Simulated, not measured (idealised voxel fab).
You're looking at the process module voxel tone inversion.
Pictured: cross-section cut, 300 nm wide, on a grid of 5 nm square cells.
Think of the cross-section as a grid of square cells. We describe it in bands, top to bottom, and each band covers one or more rows of those cells.
Band: top and bottom heights (nm) first, top before bottom; then materials from left to right, widths in nm. "everywhere" marks a sole material filling the band edge to edge. "empty" denotes empty space.
Heights are reckoned from 0. Under this level, the received wafer is all of one material. The bottommost band is open-ended downward, for example "z 0 and below".
Read "30->40" as a graded width: first number on top, second number at the bottom, same change between each pair of neighbouring rows.
For the purposes of this document, the phrase "changes: none" attached to a step denotes that no cell within the cross-section was modified by that step.
The entry titled "Unvented internal voids" provides the empty spaces that have no open way to the top, restricted to those of 8 cells or more. Each is presented as width x height at distance, the distance being measured from the left edge, with all three in nm.
Note: text after step settings on the step line = simulator remark on that step.
Each step line may optionally specify "overlay nm", which for a step with a mask gives the rightward distance between the mask's planned place and where it lay, a negative value indicating the leftward direction.
**These are the steps we planned for the process**
step 1: RECEIVE,material Si
step 2: CONFORMAL_DEP,material SiN,thk nm 10
step 3: DIRECTIONAL_DEP,material aC,thk nm 25
step 4: PATTERN,tone cover,mask id POSTS,material resist,width nm 20,pitch nm 35,thk nm 35,overlay nm 0
step 5: DIRECTIONAL_ETCH,etch materials aC,depth nm 25
step 6: STRIP,etch materials resist
step 7: FILL_DEP,material SiO2,thk nm 5
step 8: CMP,height nm 35
step 9: STRIP,etch materials aC
**Below: the first of two wafers, run as planned**
**Delivered wafer in cross-section: state after step 1**
z 0 and below | Si everywhere
Unvented internal voids: none
**Step 2 done - wafer cross-section**
z 10 to 0 | SiN everywhere
Below a height of 0, the structure has not been altered.
**Step 3 done - wafer cross-section**
z 35 to 10 | aC everywhere
Below a height of 10, the structure has not been altered.
**Step 4 done - wafer cross-section**
z 70 to 35 | empty=120, resist=20, empty=15, resist=20, empty=125
Below a height of 35, the structure has not been altered.
**Step 5 done - wafer cross-section**
z 45 to 35 | empty=120, resist=20, empty=15, resist=20, empty=125
z 35 to 10 | empty=120, aC=20, empty=15, aC=20, empty=125
Below a height of 10, the structure has not been altered.
**Step 6 done - wafer cross-section**
z 35 to 10 | empty=120, aC=20, empty=15, aC=20, empty=125
Below a height of 10, the structure has not been altered.
**Step 7 done - wafer cross-section**
z 40 to 35 | SiO2 everywhere
z 35 to 10 | SiO2=120, aC=20, SiO2=15, aC=20, SiO2=125
Below a height of 10, the structure has not been altered.
**Step 8 done - wafer cross-section**
z 35 to 10 | SiO2=120, aC=20, SiO2=15, aC=20, SiO2=125
Below a height of 10, the structure has not been altered.
**Step 9 done - wafer cross-section**
z 35 to 10 | SiO2=120, empty=20, SiO2=15, empty=20, SiO2=125
Below a height of 10, the structure has not been altered.
**Second wafer: same start and same plan as the first, one execution error; identical to the first through step 2**
**What the second wafer looks like in cross-section when step 3 should have wrapped up**
z 30 to 10 | aC everywhere
Below a height of 10, the structure has not been altered.
**What the second wafer looks like in cross-section when step 4 should have wrapped up**
z 65 to 30 | empty=120, resist=20, empty=15, resist=20, empty=125
Below a height of 30, the structure has not been altered.
**What the second wafer looks like in cross-section when step 5 should have wrapped up**
z 40 to 30 | empty=120, resist=20, empty=15, resist=20, empty=125
z 30 to 10 | empty=120, aC=20, empty=15, aC=20, empty=125
Below a height of 10, the structure has not been altered.
**What the second wafer looks like in cross-section when step 6 should have wrapped up**
z 30 to 10 | empty=120, aC=20, empty=15, aC=20, empty=125
Below a height of 10, the structure has not been altered.
**What the second wafer looks like in cross-section when step 7 should have wrapped up**
z 35 to 30 | SiO2 everywhere
z 30 to 10 | SiO2=120, aC=20, SiO2=15, aC=20, SiO2=125
Below a height of 10, the structure has not been altered.
What the second wafer looks like in cross-section when step 8 should have wrapped up: changes: none
What the second wafer looks like in cross-section when step 9 should have wrapped up: changes: none
Heads up, the wafer didn't run the way we planned it: note that step 3 departed from the planned setting and was carried out as DIRECTIONAL_DEP,material aC,thk nm 20
At the finish, the second wafer shows more or fewer cells for some materials than the first does: 8 more of SiO2, 32 more of aC
